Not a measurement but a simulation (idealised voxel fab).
The process module presented herein is designated voxel self aligned vias.
Cross-section cut: width 295 nm, square cells of 5 nm.
A cross-section in this document is a grid of square cells, and it is written down as bands, the top band listed before the ones below it; a band is made up of one or more rows of cells.
The entry gives the band's vertical extent as a top height and a bottom height in nm, then its horizontal make-up as materials from left to right, each with a width in nm. "blank" stands for empty space; a single material marked "throughout" fills the band edge to edge.
Height datum 0, below which the as-received substrate wafer is one material. Lowest band open at the bottom, running downward: "0 and below".
A width given as "30 to 40" starts at the first number in the band's top row and ends at the second number in its bottom row, shifting by an equal amount at every step from row to row.
Given "no alteration" for a step, no cell of the cross-section differs between before and after that step.
Each empty space that has no open way to the top and spans at least 8 cells appears under "Closed void list" as width x height at distance, the distance counted from the left edge, all in nm.
after a step's settings: what the simulator itself notes on the step
A step's line can hold "overlay nm"; with a mask on that step, the setting says how far right of the planned place the mask lay, while a negative setting says it lay to the left.

So here's the lineup of process steps we planned
1,RECEIVE, material Si
2,CONFORMAL_DEP, material SiO2, thk nm 15
3,CONFORMAL_DEP, material SiCN, thk nm 5
4,DIRECTIONAL_DEP, material SiO2, thk nm 20
5,PATTERN, tone open, mask id LINES, material resist, width nm 20, pitch nm 60, thk nm 15, overlay nm 0
6,DIRECTIONAL_ETCH, etch materials SiO2, depth nm 20
7,STRIP, etch materials resist
8,CONFORMAL_DEP, material TiN, thk nm 5
9,FILL_DEP, material Ru, thk nm 5
10,CMP, height nm 40
11,SELECTIVE_ETCH, etch materials W Ru TiN, depth nm 5
12,FILL_DEP, material SiN, thk nm 5
13,CMP, height nm 40
14,DIRECTIONAL_DEP, material SiO2, thk nm 20
15,PATTERN, tone open, mask id VIAS, material resist, width nm 30, pitch nm 60, thk nm 20, overlay nm 0
16,DIRECTIONAL_ETCH, etch materials SiO2, depth nm 20
17,DIRECTIONAL_ETCH, etch materials SiN, depth nm 5
18,STRIP, etch materials resist
19,CONFORMAL_DEP, material TiN, thk nm 5
20,FILL_DEP, material Cu, thk nm 10
21,CMP, height nm 60
22,CONFORMAL_DEP, material SiN, thk nm 5

The first of a set of two wafers, run to plan

As-received wafer cross-section (after step 1)
0 and below: Si throughout
Closed void list: none

You're looking at a cross-section of the wafer after step 2
15 down to 0: SiO2 throughout
Note: structure below 0 unchanged.

You're looking at a cross-section of the wafer after step 3
20 down to 15: SiCN throughout
Note: structure below 15 unchanged.

You're looking at a cross-section of the wafer after step 4
40 down to 20: SiO2 throughout
Note: structure below 20 unchanged.

You're looking at a cross-section of the wafer after step 5
55 down to 40: resist 75 nm, blank 20 nm, resist 40 nm, blank 20 nm, resist 40 nm, blank 20 nm, resist 80 nm
Note: structure below 40 unchanged.

You're looking at a cross-section of the wafer after step 6
55 down to 40: resist 75 nm, blank 20 nm, resist 40 nm, blank 20 nm, resist 40 nm, blank 20 nm, resist 80 nm
40 down to 20: SiO2 75 nm, blank 20 nm, SiO2 40 nm, blank 20 nm, SiO2 40 nm, blank 20 nm, SiO2 80 nm
Note: structure below 20 unchanged.

You're looking at a cross-section of the wafer after step 7
40 down to 20: SiO2 75 nm, blank 20 nm, SiO2 40 nm, blank 20 nm, SiO2 40 nm, blank 20 nm, SiO2 80 nm
Note: structure below 20 unchanged.

You're looking at a cross-section of the wafer after step 8
45 down to 40: TiN 80 nm, blank 10 nm, TiN 50 nm, blank 10 nm, TiN 50 nm, blank 10 nm, TiN 85 nm
40 down to 25: SiO2 75 nm, TiN 5 nm, blank 10 nm, TiN 5 nm, SiO2 40 nm, TiN 5 nm, blank 10 nm, TiN 5 nm, SiO2 40 nm, TiN 5 nm, blank 10 nm, TiN 5 nm, SiO2 80 nm
25 down to 20: SiO2 75 nm, TiN 20 nm, SiO2 40 nm, TiN 20 nm, SiO2 40 nm, TiN 20 nm, SiO2 80 nm
Note: structure below 20 unchanged.

You're looking at a cross-section of the wafer after step 9
50 down to 45: Ru throughout
45 down to 40: TiN 80 nm, Ru 10 nm, TiN 50 nm, Ru 10 nm, TiN 50 nm, Ru 10 nm, TiN 85 nm
40 down to 25: SiO2 75 nm, TiN 5 nm, Ru 10 nm, TiN 5 nm, SiO2 40 nm, TiN 5 nm, Ru 10 nm, TiN 5 nm, SiO2 40 nm, TiN 5 nm, Ru 10 nm, TiN 5 nm, SiO2 80 nm
Note: structure below 25 unchanged.

You're looking at a cross-section of the wafer after step 10
40 down to 25: SiO2 75 nm, TiN 5 nm, Ru 10 nm, TiN 5 nm, SiO2 40 nm, TiN 5 nm, Ru 10 nm, TiN 5 nm, SiO2 40 nm, TiN 5 nm, Ru 10 nm, TiN 5 nm, SiO2 80 nm
Note: structure below 25 unchanged.

You're looking at a cross-section of the wafer after step 11
40 down to 35: SiO2 75 nm, blank 20 nm, SiO2 40 nm, blank 20 nm, SiO2 40 nm, blank 20 nm, SiO2 80 nm
Note: structure below 35 unchanged.

You're looking at a cross-section of the wafer after step 12
45 down to 40: SiN throughout
40 down to 35: SiO2 75 nm, SiN 20 nm, SiO2 40 nm, SiN 20 nm, SiO2 40 nm, SiN 20 nm, SiO2 80 nm
Note: structure below 35 unchanged.

You're looking at a cross-section of the wafer after step 13
40 down to 35: SiO2 75 nm, SiN 20 nm, SiO2 40 nm, SiN 20 nm, SiO2 40 nm, SiN 20 nm, SiO2 80 nm
Note: structure below 35 unchanged.

You're looking at a cross-section of the wafer after step 14
60 down to 40: SiO2 throughout
Note: structure below 40 unchanged.

You're looking at a cross-section of the wafer after step 15
80 down to 60: resist 70 nm, blank 30 nm, resist 30 nm, blank 30 nm, resist 30 nm, blank 30 nm, resist 75 nm
Note: structure below 60 unchanged.

You're looking at a cross-section of the wafer after step 16
80 down to 60: resist 70 nm, blank 30 nm, resist 30 nm, blank 30 nm, resist 30 nm, blank 30 nm, resist 75 nm
60 down to 40: SiO2 70 nm, blank 30 nm, SiO2 30 nm, blank 30 nm, SiO2 30 nm, blank 30 nm, SiO2 75 nm
Note: structure below 40 unchanged.

You're looking at a cross-section of the wafer after step 17
80 down to 60: resist 70 nm, blank 30 nm, resist 30 nm, blank 30 nm, resist 30 nm, blank 30 nm, resist 75 nm
60 down to 40: SiO2 70 nm, blank 30 nm, SiO2 30 nm, blank 30 nm, SiO2 30 nm, blank 30 nm, SiO2 75 nm
40 down to 35: SiO2 75 nm, blank 20 nm, SiO2 40 nm, blank 20 nm, SiO2 40 nm, blank 20 nm, SiO2 80 nm
Note: structure below 35 unchanged.

You're looking at a cross-section of the wafer after step 18
60 down to 40: SiO2 70 nm, blank 30 nm, SiO2 30 nm, blank 30 nm, SiO2 30 nm, blank 30 nm, SiO2 75 nm
Note: structure below 40 unchanged.

You're looking at a cross-section of the wafer after step 19
65 down to 60: TiN 75 nm, blank 20 nm, TiN 40 nm, blank 20 nm, TiN 40 nm, blank 20 nm, TiN 80 nm
60 down to 45: SiO2 70 nm, TiN 5 nm, blank 20 nm, TiN 5 nm, SiO2 30 nm, TiN 5 nm, blank 20 nm, TiN 5 nm, SiO2 30 nm, TiN 5 nm, blank 20 nm, TiN 5 nm, SiO2 75 nm
45 down to 40: SiO2 70 nm, TiN 10 nm, blank 10 nm, TiN 10 nm, SiO2 30 nm, TiN 10 nm, blank 10 nm, TiN 10 nm, SiO2 30 nm, TiN 10 nm, blank 10 nm, TiN 10 nm, SiO2 75 nm
40 down to 35: SiO2 75 nm, TiN 20 nm, SiO2 40 nm, TiN 20 nm, SiO2 40 nm, TiN 20 nm, SiO2 80 nm
Note: structure below 35 unchanged.

You're looking at a cross-section of the wafer after step 20
75 down to 65: Cu throughout
65 down to 60: TiN 75 nm, Cu 20 nm, TiN 40 nm, Cu 20 nm, TiN 40 nm, Cu 20 nm, TiN 80 nm
60 down to 45: SiO2 70 nm, TiN 5 nm, Cu 20 nm, TiN 5 nm, SiO2 30 nm, TiN 5 nm, Cu 20 nm, TiN 5 nm, SiO2 30 nm, TiN 5 nm, Cu 20 nm, TiN 5 nm, SiO2 75 nm
45 down to 40: SiO2 70 nm, TiN 10 nm, Cu 10 nm, TiN 10 nm, SiO2 30 nm, TiN 10 nm, Cu 10 nm, TiN 10 nm, SiO2 30 nm, TiN 10 nm, Cu 10 nm, TiN 10 nm, SiO2 75 nm
Note: structure below 40 unchanged.

You're looking at a cross-section of the wafer after step 21
60 down to 45: SiO2 70 nm, TiN 5 nm, Cu 20 nm, TiN 5 nm, SiO2 30 nm, TiN 5 nm, Cu 20 nm, TiN 5 nm, SiO2 30 nm, TiN 5 nm, Cu 20 nm, TiN 5 nm, SiO2 75 nm
Note: structure below 45 unchanged.

You're looking at a cross-section of the wafer after step 22
65 down to 60: SiN throughout
Note: structure below 60 unchanged.

Second wafer - shared start and plan with the first - one error in running - same as the first up to step 20 inclusive

Second wafer, section view, time point: scheduled end of step 21: no alteration

Second wafer, section view, time point: scheduled end of step 22
80 down to 75: SiN throughout
Note: structure below 75 unchanged.
Deviation noted in wafer processing: step 21 of the plan was omitted and not executed
Looking at both finished wafers in cells, the second ends up ahead of or behind the first on some materials: +130 Cu; +47 TiN
